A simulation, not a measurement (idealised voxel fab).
process module | voxel local oxidation
cross-section cut | 175 nm wide | cells 5 nm
A cross-section is a grid of square cells, given in bands from the top down. A band is one or more rows of cells.
Each band's line starts with the height of the band's top and of its bottom, in nm. Then come its materials from left to right, each with its width in nm. One material with "throughout" fills the band from edge to edge. "air" is empty space.
Height 0 is the level under which the wafer as received is all one material. The lowest band goes on downwards, as in "0 down".
A width such as "30 to 40" changes by the same amount from each row of cells to the next, from the band's top row to its bottom row.
"no change" after a step means that no cell of the cross-section changed.
closed voids: empty space of 8 cells or more with no open way to the top, each as width x height at its distance from the left edge, in nm
after a step's settings: what the simulator itself notes on the step
overlay nm, on a step with a mask: how far to the right of its planned place the mask lay; to the left if negative
plan
1 op RECEIVE | material Si
2 op OXIDIZE | depth nm 5
3 op CONFORMAL_DEP | material SiN | thk nm 15
4 op PATTERN | tone cover | mask id ACTIVE | material resist | width nm 100 | thk nm 15 | overlay nm 0
5 op DIRECTIONAL_ETCH | etch materials SiN | depth nm 15
6 op STRIP | etch materials resist
7 op SELECTIVE_ETCH | etch materials SiO2 | depth nm 5
8 op OXIDIZE | depth nm 10
9 op STRIP | etch materials SiN
as received, after step 1
  0 down: Si throughout
  closed voids: none
a wafer at the end: this start, this plan, one mistake
  15 to 0: air 35 | SiN 100 | air 40
  0 to -5: air 40 | SiO2 90 | air 45
  -5 to -15: SiO2 50 | Si 70 | SiO2 55
  -15 down: Si throughout
  closed voids: none
what went wrong: step 9 was left out
